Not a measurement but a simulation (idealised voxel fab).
process module | voxel double patterning
cross-section cut | 220 nm wide | cells 5 nm
A cross-section is a grid of square cells, given in bands from the top down. A band is one or more rows of cells.
Each band's line starts with the height of the band's top and of its bottom, in nm. Then come its materials from left to right, each with its width in nm. One material with "throughout" fills the band from edge to edge. "air" is empty space.
Height 0 is the level under which the wafer as received is all one material. The lowest band goes on downwards, as in "0 down".
A width such as "30 to 40" changes by the same amount from each row of cells to the next, from the band's top row to its bottom row.
"no change" after a step means that no cell of the cross-section changed.
closed voids: empty space of 8 cells or more with no open way to the top, each as width x height at its distance from the left edge, in nm
after a step's settings: what the simulator itself notes on the step
overlay nm, on a step with a mask: how far to the right of its planned place the mask lay; to the left if negative
plan
1 op RECEIVE | material Si
2 op CONFORMAL_DEP | material SiO2 | thk nm 5
3 op DIRECTIONAL_DEP | material TiN | thk nm 15
4 op DIRECTIONAL_DEP | material SiCN | thk nm 10
5 op PATTERN | tone open | mask id FIRST | material resist | width nm 15 | pitch nm 50 | thk nm 15 | overlay nm 0
6 op DIRECTIONAL_ETCH | etch materials SiCN | depth nm 10
7 op STRIP | etch materials resist
8 op DIRECTIONAL_DEP | material aC | thk nm 10
9 op PATTERN | tone open | mask id SECOND | material resist | width nm 15 | thk nm 25 | overlay nm 0
10 op DIRECTIONAL_ETCH | etch materials aC | depth nm 10
11 op STRIP | etch materials resist
12 op DIRECTIONAL_ETCH | etch materials SiCN | depth nm 10
13 op STRIP | etch materials aC
14 op DIRECTIONAL_ETCH | etch materials TiN | depth nm 15
15 op STRIP | etch materials SiCN
as received, after step 1
  0 down: Si throughout
  closed voids: none
first wafer at the end, as planned
  20 to 5: TiN 75 | air 15 | TiN 10 | air 15 | TiN 10 | air 15 | TiN 80
  5 to 0: SiO2 throughout
  0 down: Si throughout
  closed voids: none
second wafer at the end: like start, like plan, one mistake
  15 to 0: TiN 75 | air 15 | TiN 10 | air 15 | TiN 10 | air 15 | TiN 80
  0 down: Si throughout
  closed voids: none
what went wrong: step 2 was left out
at the end the second wafer has, in cells: 44 fewer of SiO2
